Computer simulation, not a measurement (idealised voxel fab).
Proc. module: voxel capacitor over wiring
FYI the section here is cut, 230 nm wide, cells are 5 nm squares.
Cross-section format: a grid of square cells, given as bands from top to bottom; each band is one or more rows of cells. Heights first: top, then bottom, in nm. Then materials, left to right, each with a width in nm. "full width" on a single material: fills the band edge to edge. "empty": empty space. Counting heights begins at 0, where everything beneath is, in the wafer as received, one material. The lowest band has no bottom; it goes on downwards, as "0 and below" shows. Think of "30 to 40" as a width that walks from the first number to the second as you go down the band, top row to bottom row, taking equal-sized steps from row to row. When a step is marked "identical to before", none of the cells in the cross-section changed during that step. "Trapped cavities" means: voids of 8 cells or more that are shut off from the top with no open way through. Written width x height at distance, distance from the left edge, in nm. Note: text after step settings on the step line = simulator remark on that step. You can add "overlay nm" to a step's line. For a step with a mask, it describes how far the mask lay to the right of its planned position, and a negative number describes a lay to the left.
[Planned process steps]
step 1: RECEIVE (material Si)
step 2: CONFORMAL_DEP (material SiO2; thk nm 15)
step 3: DIRECTIONAL_DEP (material TiN; thk nm 5)
step 4: DIRECTIONAL_DEP (material Ru; thk nm 20)
step 5: PATTERN (tone cover; mask id METAL_1; material resist; width nm 30; pitch nm 80; thk nm 20; overlay nm 0)
step 6: DIRECTIONAL_ETCH (etch materials Ru; depth nm 20)
step 7: DIRECTIONAL_ETCH (etch materials TiN; depth nm 5)
step 8: STRIP (etch materials resist)
step 9: CONFORMAL_DEP (material SiN; thk nm 5)
step 10: FILL_DEP (material lowk; thk nm 10)
step 11: CMP (height nm 40)
step 12: CONFORMAL_DEP (material SiCN; thk nm 5)
step 13: DIRECTIONAL_DEP (material lowk; thk nm 15)
step 14: MASKED_ETCH (tone open; mask id PLUG_1; width nm 15; etch materials lowk; depth nm 15; overlay nm 0)
step 15: MASKED_ETCH (tone open; mask id PLUG_1; width nm 15; etch materials SiCN; depth nm 5; overlay nm 0)
step 16: CONFORMAL_DEP (material TiN; thk nm 5)
step 17: FILL_DEP (material W; thk nm 5)
step 18: CMP (height nm 60)
step 19: DIRECTIONAL_DEP (material TiN; thk nm 5)
step 20: DIRECTIONAL_DEP (material HfO2; thk nm 5)
step 21: DIRECTIONAL_DEP (material TiN; thk nm 5)
step 22: PATTERN (tone cover; mask id UPPER_PLATE; material resist; width nm 55; thk nm 20; overlay nm 0)
step 23: DIRECTIONAL_ETCH (etch materials TiN; depth nm 5)
step 24: DIRECTIONAL_ETCH (etch materials HfO2; depth nm 5)
step 25: STRIP (etch materials resist)
step 26: DIRECTIONAL_DEP (material aC; thk nm 15)
step 27: PATTERN (tone cover; mask id LOWER_PLATE; material resist; width nm 65; thk nm 30; overlay nm 0)
step 28: DIRECTIONAL_ETCH (etch materials aC; depth nm 15)
step 29: STRIP (etch materials resist)
step 30: DIRECTIONAL_ETCH (etch materials TiN; depth nm 5)
step 31: STRIP (etch materials aC)
step 32: FILL_DEP (material SiO2; thk nm 15)
step 33: CMP (height nm 85)
step 34: DIRECTIONAL_DEP (material aC; thk nm 10)
step 35: PATTERN (tone open; mask id PLUG_2; material resist; width nm 15; thk nm 30; overlay nm 0)
step 36: DIRECTIONAL_ETCH (etch materials aC; depth nm 10)
step 37: STRIP (etch materials resist)
step 38: DIRECTIONAL_ETCH (etch materials SiO2; depth nm 10)
step 39: STRIP (etch materials aC)
step 40: CONFORMAL_DEP (material TiN; thk nm 5)
step 41: FILL_DEP (material W; thk nm 10)
step 42: CMP (height nm 85)
step 43: CONFORMAL_DEP (material SiCN; thk nm 5)
[Below: the first of two wafers, run as planned]
[Here's what the wafer looked like in cross-section when it arrived - that's after step 1]
    0 and below: Si full width
    Trapped cavities: none
[How the wafer stands in section after step 2]
    15 down to 0: SiO2 full width
    Below 0, no change.
[How the wafer stands in section after step 3]
    20 down to 15: TiN full width
    Below 15, no change.
[How the wafer stands in section after step 4]
    40 down to 20: Ru full width
    Below 20, no change.
[How the wafer stands in section after step 5]
    60 down to 40: empty 60 / resist 30 / empty 50 / resist 30 / empty 60
    Below 40, no change.
[How the wafer stands in section after step 6]
    60 down to 40: empty 60 / resist 30 / empty 50 / resist 30 / empty 60
    40 down to 20: empty 60 / Ru 30 / empty 50 / Ru 30 / empty 60
    Below 20, no change.
[How the wafer stands in section after step 7]
    60 down to 40: empty 60 / resist 30 / empty 50 / resist 30 / empty 60
    40 down to 20: empty 60 / Ru 30 / empty 50 / Ru 30 / empty 60
    20 down to 15: empty 60 / TiN 30 / empty 50 / TiN 30 / empty 60
    Below 15, no change.
[How the wafer stands in section after step 8]
    40 down to 20: empty 60 / Ru 30 / empty 50 / Ru 30 / empty 60
    Below 20, no change.
[How the wafer stands in section after step 9]
    45 down to 40: empty 55 / SiN 40 / empty 40 / SiN 40 / empty 55
    40 down to 20: empty 55 / SiN 5 / Ru 30 / SiN 5 / empty 40 / SiN 5 / Ru 30 / SiN 5 / empty 55
    20 down to 15: SiN 60 / TiN 30 / SiN 50 / TiN 30 / SiN 60
    Below 15, no change.
[How the wafer stands in section after step 10]
    55 down to 45: lowk full width
    45 down to 40: lowk 55 / SiN 40 / lowk 40 / SiN 40 / lowk 55
    40 down to 20: lowk 55 / SiN 5 / Ru 30 / SiN 5 / lowk 40 / SiN 5 / Ru 30 / SiN 5 / lowk 55
    Below 20, no change.
[How the wafer stands in section after step 11]
    40 down to 20: lowk 55 / SiN 5 / Ru 30 / SiN 5 / lowk 40 / SiN 5 / Ru 30 / SiN 5 / lowk 55
    Below 20, no change.
[How the wafer stands in section after step 12]
    45 down to 40: SiCN full width
    Below 40, no change.
[How the wafer stands in section after step 13]
    60 down to 45: lowk full width
    Below 45, no change.
[How the wafer stands in section after step 14]
    60 down to 45: lowk 75 / empty 15 / lowk 140
    Below 45, no change.
[How the wafer stands in section after step 15]
    60 down to 45: lowk 75 / empty 15 / lowk 140
    45 down to 40: SiCN 75 / empty 15 / SiCN 140
    Below 40, no change.
[How the wafer stands in section after step 16]
    65 down to 60: TiN 80 / empty 5 / TiN 145
    60 down to 45: lowk 75 / TiN 5 / empty 5 / TiN 5 / lowk 140
    45 down to 40: SiCN 75 / TiN 15 / SiCN 140
    Below 40, no change.
[How the wafer stands in section after step 17]
    70 down to 65: W full width
    65 down to 60: TiN 80 / W 5 / TiN 145
    60 down to 45: lowk 75 / TiN 5 / W 5 / TiN 5 / lowk 140
    Below 45, no change.
[How the wafer stands in section after step 18]
    60 down to 45: lowk 75 / TiN 5 / W 5 / TiN 5 / lowk 140
    Below 45, no change.
[How the wafer stands in section after step 19]
    65 down to 60: TiN full width
    Below 60, no change.
[How the wafer stands in section after step 20]
    70 down to 65: HfO2 full width
    Below 65, no change.
[How the wafer stands in section after step 21]
    75 down to 70: TiN full width
    Below 70, no change.
[How the wafer stands in section after step 22]
    95 down to 75: empty 75 / resist 55 / empty 100
    Below 75, no change.
[How the wafer stands in section after step 23]
    95 down to 75: empty 75 / resist 55 / empty 100
    75 down to 70: empty 75 / TiN 55 / empty 100
    Below 70, no change.
[How the wafer stands in section after step 24]
    95 down to 75: empty 75 / resist 55 / empty 100
    75 down to 70: empty 75 / TiN 55 / empty 100
    70 down to 65: empty 75 / HfO2 55 / empty 100
    Below 65, no change.
[How the wafer stands in section after step 25]
    75 down to 70: empty 75 / TiN 55 / empty 100
    Below 70, no change.
[How the wafer stands in section after step 26]
    90 down to 80: empty 75 / aC 55 / empty 100
    80 down to 75: aC full width
    75 down to 70: aC 75 / TiN 55 / aC 100
    70 down to 65: aC 75 / HfO2 55 / aC 100
    Below 65, no change.
[How the wafer stands in section after step 27]
    120 down to 90: empty 70 / resist 65 / empty 95
    90 down to 80: empty 70 / resist 5 / aC 55 / resist 5 / empty 95
    Below 80, no change.
[How the wafer stands in section after step 28]
    105 down to 90: empty 70 / resist 65 / empty 95
    90 down to 80: empty 70 / resist 5 / aC 55 / resist 5 / empty 95
    80 down to 75: empty 70 / aC 65 / empty 95
    75 down to 70: empty 70 / aC 5 / TiN 55 / aC 5 / empty 95
    70 down to 65: empty 70 / aC 5 / HfO2 55 / aC 5 / empty 95
    Below 65, no change.
[How the wafer stands in section after step 29]
    90 down to 80: empty 75 / aC 55 / empty 100
    Below 80, no change.
[How the wafer stands in section after step 30]
    90 down to 80: empty 75 / aC 55 / empty 100
    80 down to 75: empty 70 / aC 65 / empty 95
    75 down to 70: empty 70 / aC 5 / TiN 55 / aC 5 / empty 95
    70 down to 65: empty 70 / aC 5 / HfO2 55 / aC 5 / empty 95
    65 down to 60: empty 70 / TiN 65 / empty 95
    Below 60, no change.
[How the wafer stands in section after step 31]
    75 down to 70: empty 75 / TiN 55 / empty 100
    70 down to 65: empty 75 / HfO2 55 / empty 100
    Below 65, no change.
[How the wafer stands in section after step 32]
    90 down to 75: SiO2 full width
    75 down to 70: SiO2 75 / TiN 55 / SiO2 100
    70 down to 65: SiO2 75 / HfO2 55 / SiO2 100
    65 down to 60: SiO2 70 / TiN 65 / SiO2 95
    Below 60, no change.
[How the wafer stands in section after step 33]
    85 down to 75: SiO2 full width
    Below 75, no change.
[How the wafer stands in section after step 34]
    95 down to 85: aC full width
    Below 85, no change.
[How the wafer stands in section after step 35]
    125 down to 95: resist 85 / empty 15 / resist 130
    Below 95, no change.
[How the wafer stands in section after step 36]
    115 down to 95: resist 85 / empty 15 / resist 130
    95 down to 85: aC 85 / empty 15 / aC 130
    Below 85, no change.
[How the wafer stands in section after step 37]
    95 down to 85: aC 85 / empty 15 / aC 130
    Below 85, no change.
[How the wafer stands in section after step 38]
    95 down to 85: aC 85 / empty 15 / aC 130
    85 down to 75: SiO2 85 / empty 15 / SiO2 130
    Below 75, no change.
[How the wafer stands in section after step 39]
    85 down to 75: SiO2 85 / empty 15 / SiO2 130
    Below 75, no change.
[How the wafer stands in section after step 40]
    90 down to 85: TiN 90 / empty 5 / TiN 135
    85 down to 80: SiO2 85 / TiN 5 / empty 5 / TiN 5 / SiO2 130
    80 down to 70: SiO2 85 to 75 / TiN 15 to 55 / SiO2 130 to 100
    Below 70, no change.
[How the wafer stands in section after step 41]
    100 down to 90: W full width
    90 down to 85: TiN 90 / W 5 / TiN 135
    85 down to 80: SiO2 85 / TiN 5 / W 5 / TiN 5 / SiO2 130
    Below 80, no change.
[How the wafer stands in section after step 42]
    85 down to 80: SiO2 85 / TiN 5 / W 5 / TiN 5 / SiO2 130
    Below 80, no change.
[How the wafer stands in section after step 43]
    90 down to 85: SiCN full width
    Below 85, no change.
[The second wafer was prepared from the same starting point and under the same plan as the first; its processing contained one mistake, and it remains indistinguishable from the first wafer up to and including step 1]
[Second wafer at the planned finish of step 2, seen in cross-section]
    30 down to 0: SiO2 full width
    Below 0, no change.
[Second wafer at the planned finish of step 3, seen in cross-section]
    35 down to 30: TiN full width
    Below 30, no change.
[Second wafer at the planned finish of step 4, seen in cross-section]
    55 down to 35: Ru full width
    Below 35, no change.
[Second wafer at the planned finish of step 5, seen in cross-section]
    75 down to 55: empty 60 / resist 30 / empty 50 / resist 30 / empty 60
    Below 55, no change.
[Second wafer at the planned finish of step 6, seen in cross-section]
    75 down to 55: empty 60 / resist 30 / empty 50 / resist 30 / empty 60
    55 down to 35: empty 60 / Ru 30 / empty 50 / Ru 30 / empty 60
    Below 35, no change.
[Second wafer at the planned finish of step 7, seen in cross-section]
    75 down to 55: empty 60 / resist 30 / empty 50 / resist 30 / empty 60
    55 down to 35: empty 60 / Ru 30 / empty 50 / Ru 30 / empty 60
    35 down to 30: empty 60 / TiN 30 / empty 50 / TiN 30 / empty 60
    Below 30, no change.
[Second wafer at the planned finish of step 8, seen in cross-section]
    55 down to 35: empty 60 / Ru 30 / empty 50 / Ru 30 / empty 60
    Below 35, no change.
[Second wafer at the planned finish of step 9, seen in cross-section]
    60 down to 55: empty 55 / SiN 40 / empty 40 / SiN 40 / empty 55
    55 down to 35: empty 55 / SiN 5 / Ru 30 / SiN 5 / empty 40 / SiN 5 / Ru 30 / SiN 5 / empty 55
    35 down to 30: SiN 60 / TiN 30 / SiN 50 / TiN 30 / SiN 60
    Below 30, no change.
[Second wafer at the planned finish of step 10, seen in cross-section]
    70 down to 60: lowk full width
    60 down to 55: lowk 55 / SiN 40 / lowk 40 / SiN 40 / lowk 55
    55 down to 35: lowk 55 / SiN 5 / Ru 30 / SiN 5 / lowk 40 / SiN 5 / Ru 30 / SiN 5 / lowk 55
    Below 35, no change.
[Second wafer at the planned finish of step 11, seen in cross-section]
    40 down to 35: lowk 55 / SiN 5 / Ru 30 / SiN 5 / lowk 40 / SiN 5 / Ru 30 / SiN 5 / lowk 55
    Below 35, no change.
[Second wafer at the planned finish of step 12, seen in cross-section]
    45 down to 40: SiCN full width
    Below 40, no change.
[Second wafer at the planned finish of step 13, seen in cross-section]
    60 down to 45: lowk full width
    Below 45, no change.
[Second wafer at the planned finish of step 14, seen in cross-section]
    60 down to 45: lowk 75 / empty 15 / lowk 140
    Below 45, no change.
[Second wafer at the planned finish of step 15, seen in cross-section]
    60 down to 45: lowk 75 / empty 15 / lowk 140
    45 down to 40: SiCN 75 / empty 15 / SiCN 140
    Below 40, no change.
[Second wafer at the planned finish of step 16, seen in cross-section]
    65 down to 60: TiN 80 / empty 5 / TiN 145
    60 down to 45: lowk 75 / TiN 5 / empty 5 / TiN 5 / lowk 140
    45 down to 40: SiCN 75 / TiN 15 / SiCN 140
    Below 40, no change.
[Second wafer at the planned finish of step 17, seen in cross-section]
    70 down to 65: W full width
    65 down to 60: TiN 80 / W 5 / TiN 145
    60 down to 45: lowk 75 / TiN 5 / W 5 / TiN 5 / lowk 140
    Below 45, no change.
[Second wafer at the planned finish of step 18, seen in cross-section]
    60 down to 45: lowk 75 / TiN 5 / W 5 / TiN 5 / lowk 140
    Below 45, no change.
[Second wafer at the planned finish of step 19, seen in cross-section]
    65 down to 60: TiN full width
    Below 60, no change.
[Second wafer at the planned finish of step 20, seen in cross-section]
    70 down to 65: HfO2 full width
    Below 65, no change.
[Second wafer at the planned finish of step 21, seen in cross-section]
    75 down to 70: TiN full width
    Below 70, no change.
[Second wafer at the planned finish of step 22, seen in cross-section]
    95 down to 75: empty 75 / resist 55 / empty 100
    Below 75, no change.
[Second wafer at the planned finish of step 23, seen in cross-section]
    95 down to 75: empty 75 / resist 55 / empty 100
    75 down to 70: empty 75 / TiN 55 / empty 100
    Below 70, no change.
[Second wafer at the planned finish of step 24, seen in cross-section]
    95 down to 75: empty 75 / resist 55 / empty 100
    75 down to 70: empty 75 / TiN 55 / empty 100
    70 down to 65: empty 75 / HfO2 55 / empty 100
    Below 65, no change.
[Second wafer at the planned finish of step 25, seen in cross-section]
    75 down to 70: empty 75 / TiN 55 / empty 100
    Below 70, no change.
[Second wafer at the planned finish of step 26, seen in cross-section]
    90 down to 80: empty 75 / aC 55 / empty 100
    80 down to 75: aC full width
    75 down to 70: aC 75 / TiN 55 / aC 100
    70 down to 65: aC 75 / HfO2 55 / aC 100
    Below 65, no change.
[Second wafer at the planned finish of step 27, seen in cross-section]
    120 down to 90: empty 70 / resist 65 / empty 95
    90 down to 80: empty 70 / resist 5 / aC 55 / resist 5 / empty 95
    Below 80, no change.
[Second wafer at the planned finish of step 28, seen in cross-section]
    105 down to 90: empty 70 / resist 65 / empty 95
    90 down to 80: empty 70 / resist 5 / aC 55 / resist 5 / empty 95
    80 down to 75: empty 70 / aC 65 / empty 95
    75 down to 70: empty 70 / aC 5 / TiN 55 / aC 5 / empty 95
    70 down to 65: empty 70 / aC 5 / HfO2 55 / aC 5 / empty 95
    Below 65, no change.
[Second wafer at the planned finish of step 29, seen in cross-section]
    90 down to 80: empty 75 / aC 55 / empty 100
    Below 80, no change.
[Second wafer at the planned finish of step 30, seen in cross-section]
    90 down to 80: empty 75 / aC 55 / empty 100
    80 down to 75: empty 70 / aC 65 / empty 95
    75 down to 70: empty 70 / aC 5 / TiN 55 / aC 5 / empty 95
    70 down to 65: empty 70 / aC 5 / HfO2 55 / aC 5 / empty 95
    65 down to 60: empty 70 / TiN 65 / empty 95
    Below 60, no change.
[Second wafer at the planned finish of step 31, seen in cross-section]
    75 down to 70: empty 75 / TiN 55 / empty 100
    70 down to 65: empty 75 / HfO2 55 / empty 100
    Below 65, no change.
[Second wafer at the planned finish of step 32, seen in cross-section]
    90 down to 75: SiO2 full width
    75 down to 70: SiO2 75 / TiN 55 / SiO2 100
    70 down to 65: SiO2 75 / HfO2 55 / SiO2 100
    65 down to 60: SiO2 70 / TiN 65 / SiO2 95
    Below 60, no change.
[Second wafer at the planned finish of step 33, seen in cross-section]
    85 down to 75: SiO2 full width
    Below 75, no change.
[Second wafer at the planned finish of step 34, seen in cross-section]
    95 down to 85: aC full width
    Below 85, no change.
[Second wafer at the planned finish of step 35, seen in cross-section]
    125 down to 95: resist 85 / empty 15 / resist 130
    Below 95, no change.
[Second wafer at the planned finish of step 36, seen in cross-section]
    115 down to 95: resist 85 / empty 15 / resist 130
    95 down to 85: aC 85 / empty 15 / aC 130
    Below 85, no change.
[Second wafer at the planned finish of step 37, seen in cross-section]
    95 down to 85: aC 85 / empty 15 / aC 130
    Below 85, no change.
[Second wafer at the planned finish of step 38, seen in cross-section]
    95 down to 85: aC 85 / empty 15 / aC 130
    85 down to 75: SiO2 85 / empty 15 / SiO2 130
    Below 75, no change.
[Second wafer at the planned finish of step 39, seen in cross-section]
    85 down to 75: SiO2 85 / empty 15 / SiO2 130
    Below 75, no change.
[Second wafer at the planned finish of step 40, seen in cross-section]
    90 down to 85: TiN 90 / empty 5 / TiN 135
    85 down to 80: SiO2 85 / TiN 5 / empty 5 / TiN 5 / SiO2 130
    80 down to 70: SiO2 85 to 75 / TiN 15 to 55 / SiO2 130 to 100
    Below 70, no change.
[Second wafer at the planned finish of step 41, seen in cross-section]
    100 down to 90: W full width
    90 down to 85: TiN 90 / W 5 / TiN 135
    85 down to 80: SiO2 85 / TiN 5 / W 5 / TiN 5 / SiO2 130
    Below 80, no change.
[Second wafer at the planned finish of step 42, seen in cross-section]
    85 down to 80: SiO2 85 / TiN 5 / W 5 / TiN 5 / SiO2 130
    Below 80, no change.
[Second wafer at the planned finish of step 43, seen in cross-section]
    90 down to 85: SiCN full width
    Below 85, no change.
what went wrong: in the plan, step 2 was performed twice
Looking at both finished wafers in cells, the second ends up ahead of or behind the first on some materials: Ru -36; SiN -12; SiO2 +138; lowk -90
